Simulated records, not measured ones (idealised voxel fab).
Title: Process Module voxel trench capacitor
FYI the section here is cut, 275 nm wide, cells are 5 nm squares.
Cross-section layout: square cells on a grid; listed as bands, top to bottom; a band spans one or more cell rows. Top, bottom (nm), then materials left to right with widths (nm); lone material tagged "all across" fills the whole band edge to edge; "empty" = empty space. Ref level 0: as-received wafer is one material below here. Bottom band extends down with no lower bound ("z 0 and below"). The width entry "30 to 40" should be interpreted row by row: the top row of cells in the band takes the first number, the bottom row takes the second number, and the change between adjacent rows is uniform throughout. "no modification" after a step means that no cell of the cross-section changed. Enclosed voids (no open way to top), threshold 8 cells or more, entry "Trapped cavities", notation width x height at distance, distance from left edge, nm. If you see something after the settings on a step's line, that's the simulator's own remark about that step. overlay nm: how far to the right of its planned place the mask lay on this masked step (negative: to the left).
### plan
1,RECEIVE (material Si)
2,CONFORMAL_DEP (material SiN; thk nm 10)
3,PATTERN (tone open; mask id TRENCH; material resist; width nm 25; pitch nm 40; thk nm 15; overlay nm -15)
4,DIRECTIONAL_ETCH (etch materials SiN; depth nm 10)
5,DIRECTIONAL_ETCH (etch materials Si; depth nm 40)
6,STRIP (etch materials resist)
7,CONFORMAL_DEP (material Al2O3; thk nm 5)
8,CONFORMAL_DEP (material TiN; thk nm 5)
9,FILL_DEP (material W; thk nm 10)
10,CMP (height nm 10)
Don't read the plan's overlay nm for step 3 as applying to every wafer: that's the first wafer's value, and the wafers differ in it, though they all start identical.
### Here's the first of the wafers in cross-section, just as we got it, i.e. after step 1
    z 0 and below: Si all across
    Trapped cavities: none
### first wafer at the end, after step 10
    z 10 to 0: SiN=70; Al2O3=5; TiN=5; W=5; TiN=5; Al2O3=5; SiN=15; Al2O3=5; TiN=5; W=5; TiN=5; Al2O3=5; SiN=15; Al2O3=5; TiN=5; W=5; TiN=5; Al2O3=5; SiN=100
    z 0 to -30: Si=70; Al2O3=5; TiN=5; W=5; TiN=5; Al2O3=5; Si=15; Al2O3=5; TiN=5; W=5; TiN=5; Al2O3=5; Si=15; Al2O3=5; TiN=5; W=5; TiN=5; Al2O3=5; Si=100
    z -30 to -35: Si=70; Al2O3=5; TiN=15; Al2O3=5; Si=15; Al2O3=5; TiN=15; Al2O3=5; Si=15; Al2O3=5; TiN=15; Al2O3=5; Si=100
    z -35 to -40: Si=70; Al2O3=25; Si=15; Al2O3=25; Si=15; Al2O3=25; Si=100
    z -40 and below: Si all across
    Trapped cavities: none
### X-section, last wafer, module end
    z 10 to 0: SiN=100; Al2O3=5; TiN=5; W=5; TiN=5; Al2O3=5; SiN=15; Al2O3=5; TiN=5; W=5; TiN=5; Al2O3=5; SiN=15; Al2O3=5; TiN=5; W=5; TiN=5; Al2O3=5; SiN=70
    z 0 to -30: Si=100; Al2O3=5; TiN=5; W=5; TiN=5; Al2O3=5; Si=15; Al2O3=5; TiN=5; W=5; TiN=5; Al2O3=5; Si=15; Al2O3=5; TiN=5; W=5; TiN=5; Al2O3=5; Si=70
    z -30 to -35: Si=100; Al2O3=5; TiN=15; Al2O3=5; Si=15; Al2O3=5; TiN=15; Al2O3=5; Si=15; Al2O3=5; TiN=15; Al2O3=5; Si=70
    z -35 to -40: Si=100; Al2O3=25; Si=15; Al2O3=25; Si=15; Al2O3=25; Si=70
    z -40 and below: Si all across
    Trapped cavities: none
### Every row in this table is a wafer at the end of the module, and it gives, for each of the materials, the cells that wafer has gained (+) or lost (-) since it was received, then its closed voids
overlay nm -15; +69 Al2O3; -120 Si; +80 SiN; +57 TiN; +24 W; Trapped cavities: none
overlay nm -10; +69 Al2O3; -120 Si; +80 SiN; +57 TiN; +24 W; Trapped cavities: none
overlay nm -5; +69 Al2O3; -120 Si; +80 SiN; +57 TiN; +24 W; Trapped cavities: none
overlay nm 0; +69 Al2O3; -120 Si; +80 SiN; +57 TiN; +24 W; Trapped cavities: none
overlay nm 5; +69 Al2O3; -120 Si; +80 SiN; +57 TiN; +24 W; Trapped cavities: none
overlay nm 10; +69 Al2O3; -120 Si; +80 SiN; +57 TiN; +24 W; Trapped cavities: none
overlay nm 15; +69 Al2O3; -120 Si; +80 SiN; +57 TiN; +24 W; Trapped cavities: none
